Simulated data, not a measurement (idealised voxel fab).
Proc. module: voxel air gaps
The cross-section shown here is cut; it is 165 nm wide and divided into square cells measuring 5 nm on a side.
Square cells in a grid make up a cross-section in this document, and the grid is given as bands, listed from the top down, each one or more rows of cells.
This entry defines a band. It first specifies the height of the band's top and the height of its bottom in nm, and then specifies the band's materials from left to right, stating each material with its width in nm. The word "edge to edge" identifies a single material that fills the band from edge to edge, while the word "blank" identifies empty space.
Height datum 0, below which the as-received substrate wafer is one material. Lowest band open at the bottom, running downward: "top 0, no bottom".
Top row gets the first number, bottom row gets the second, and each row in between changes by the same step: that is how a band width like "30..40" works.
Basically "stayed the same" means that step didn't change any cell in the cross-section.
So "Sealed cavities" is basically the list of trapped voids: any empty space of 8 cells or more that can't reach the top through an opening. They're written width x height at distance, the distance being from the left edge, and it's all nm.
If you see something after the settings on a step's line, that's the simulator's own remark about that step.
You can add "overlay nm" to a step's line. For a step with a mask, it describes how far the mask lay to the right of its planned position, and a negative number describes a lay to the left.

Steps in the process plan:
1. RECEIVE (material Si)
2. CONFORMAL_DEP (material SiO2; thk nm 10)
3. CONFORMAL_DEP (material SiN; thk nm 5)
4. DIRECTIONAL_DEP (material lowk; thk nm 35)
5. PATTERN (tone open; mask id LINES; material resist; width nm 15; pitch nm 40; thk nm 15; overlay nm 0)
6. DIRECTIONAL_ETCH (etch materials lowk; depth nm 35)
7. STRIP (etch materials resist)
8. CONFORMAL_DEP (material TiN; thk nm 5)
9. FILL_DEP (material W; thk nm 5)
10. CMP (height nm 50)
11. EPI (material Ru; thk nm 10)
12. SELECTIVE_ETCH (etch materials lowk; depth nm 45)
13. CONFORMAL_DEP (material SiCN; thk nm 5)

What follows covers the first of two wafers; it ran as planned:

Wafer as received: cross-section following step 1:
top 0, no bottom: Si edge to edge
Sealed cavities: none

Cross-sectional representation of the wafer at the conclusion of step 2:
top 10, bottom 0: SiO2 edge to edge
Everything under 0 stays put, no change at all.

Cross-sectional representation of the wafer at the conclusion of step 3:
top 15, bottom 10: SiN edge to edge
Everything under 10 stays put, no change at all.

Cross-sectional representation of the wafer at the conclusion of step 4:
top 50, bottom 15: lowk edge to edge
Everything under 15 stays put, no change at all.

Cross-sectional representation of the wafer at the conclusion of step 5:
top 65, bottom 50: resist: 35; blank: 15; resist: 25; blank: 15; resist: 25; blank: 15; resist: 35
Everything under 50 stays put, no change at all.

Cross-sectional representation of the wafer at the conclusion of step 6:
top 65, bottom 50: resist: 35; blank: 15; resist: 25; blank: 15; resist: 25; blank: 15; resist: 35
top 50, bottom 15: lowk: 35; blank: 15; lowk: 25; blank: 15; lowk: 25; blank: 15; lowk: 35
Everything under 15 stays put, no change at all.

Cross-sectional representation of the wafer at the conclusion of step 7:
top 50, bottom 15: lowk: 35; blank: 15; lowk: 25; blank: 15; lowk: 25; blank: 15; lowk: 35
Everything under 15 stays put, no change at all.

Cross-sectional representation of the wafer at the conclusion of step 8:
top 55, bottom 50: TiN: 40; blank: 5; TiN: 35; blank: 5; TiN: 35; blank: 5; TiN: 40
top 50, bottom 20: lowk: 35; TiN: 5; blank: 5; TiN: 5; lowk: 25; TiN: 5; blank: 5; TiN: 5; lowk: 25; TiN: 5; blank: 5; TiN: 5; lowk: 35
top 20, bottom 15: lowk: 35; TiN: 15; lowk: 25; TiN: 15; lowk: 25; TiN: 15; lowk: 35
Everything under 15 stays put, no change at all.

Cross-sectional representation of the wafer at the conclusion of step 9:
top 60, bottom 55: W edge to edge
top 55, bottom 50: TiN: 40; W: 5; TiN: 35; W: 5; TiN: 35; W: 5; TiN: 40
top 50, bottom 20: lowk: 35; TiN: 5; W: 5; TiN: 5; lowk: 25; TiN: 5; W: 5; TiN: 5; lowk: 25; TiN: 5; W: 5; TiN: 5; lowk: 35
Everything under 20 stays put, no change at all.

Cross-sectional representation of the wafer at the conclusion of step 10:
top 50, bottom 20: lowk: 35; TiN: 5; W: 5; TiN: 5; lowk: 25; TiN: 5; W: 5; TiN: 5; lowk: 25; TiN: 5; W: 5; TiN: 5; lowk: 35
Everything under 20 stays put, no change at all.

Cross-sectional representation of the wafer at the conclusion of step 11:
top 60, bottom 50: blank: 25; Ru: 35; blank: 5; Ru: 35; blank: 5; Ru: 35; blank: 25
Everything under 50 stays put, no change at all.

Cross-sectional representation of the wafer at the conclusion of step 12:
top 60, bottom 50: blank: 25; Ru: 35; blank: 5; Ru: 35; blank: 5; Ru: 35; blank: 25
top 50, bottom 20: blank: 35; TiN: 5; W: 5; TiN: 5; blank: 25; TiN: 5; W: 5; TiN: 5; blank: 25; TiN: 5; W: 5; TiN: 5; blank: 35
top 20, bottom 15: blank: 35; TiN: 15; blank: 25; TiN: 15; blank: 25; TiN: 15; blank: 35
Everything under 15 stays put, no change at all.

Cross-sectional representation of the wafer at the conclusion of step 13:
top 65, bottom 60: blank: 20; SiCN: 125; blank: 20
top 60, bottom 50: blank: 20; SiCN: 5; Ru: 35; SiCN: 5; Ru: 35; SiCN: 5; Ru: 35; SiCN: 5; blank: 20
top 50, bottom 45: blank: 20; SiCN: 15; TiN: 5; W: 5; TiN: 5; SiCN: 25; TiN: 5; W: 5; TiN: 5; SiCN: 25; TiN: 5; W: 5; TiN: 5; SiCN: 15; blank: 20
top 45, bottom 20: blank: 30; SiCN: 5; TiN: 5; W: 5; TiN: 5; SiCN: 5; blank: 15; SiCN: 5; TiN: 5; W: 5; TiN: 5; SiCN: 5; blank: 15; SiCN: 5; TiN: 5; W: 5; TiN: 5; SiCN: 5; blank: 30
top 20, bottom 15: SiCN: 35; TiN: 15; SiCN: 25; TiN: 15; SiCN: 25; TiN: 15; SiCN: 35
Everything under 15 stays put, no change at all.
Sealed cavities: 15 x 25 at 55; 15 x 25 at 95

Second wafer. Start and plan as for the first. One mistake made in running. Agrees with the first up to and including step 10:

Second wafer, sectioned view, at step 11's planned end time:
top 70, bottom 50: blank: 15; Ru: 135; blank: 15
Everything under 50 stays put, no change at all.

Second wafer, sectioned view, at step 12's planned end time:
top 70, bottom 50: blank: 15; Ru: 135; blank: 15
top 50, bottom 20: blank: 35; TiN: 5; W: 5; TiN: 5; lowk: 25; TiN: 5; W: 5; TiN: 5; lowk: 25; TiN: 5; W: 5; TiN: 5; blank: 35
top 20, bottom 15: blank: 35; TiN: 15; lowk: 25; TiN: 15; lowk: 25; TiN: 15; blank: 35
Everything under 15 stays put, no change at all.

Second wafer, sectioned view, at step 13's planned end time:
top 75, bottom 70: blank: 10; SiCN: 145; blank: 10
top 70, bottom 50: blank: 10; SiCN: 5; Ru: 135; SiCN: 5; blank: 10
top 50, bottom 45: blank: 10; SiCN: 25; TiN: 5; W: 5; TiN: 5; lowk: 25; TiN: 5; W: 5; TiN: 5; lowk: 25; TiN: 5; W: 5; TiN: 5; SiCN: 25; blank: 10
top 45, bottom 20: blank: 30; SiCN: 5; TiN: 5; W: 5; TiN: 5; lowk: 25; TiN: 5; W: 5; TiN: 5; lowk: 25; TiN: 5; W: 5; TiN: 5; SiCN: 5; blank: 30
top 20, bottom 15: SiCN: 35; TiN: 15; lowk: 25; TiN: 15; lowk: 25; TiN: 15; SiCN: 35
Everything under 15 stays put, no change at all.
Where did the run depart from the plan? step 11 of the plan was performed twice
Upon completion, the second wafer contains, in terms of cells, a greater or smaller amount of certain materials than the first wafer: 66 more of Ru; 32 fewer of SiCN; 70 more of lowk
At the end, the first wafer has 2 closed voids and the second wafer has 0.
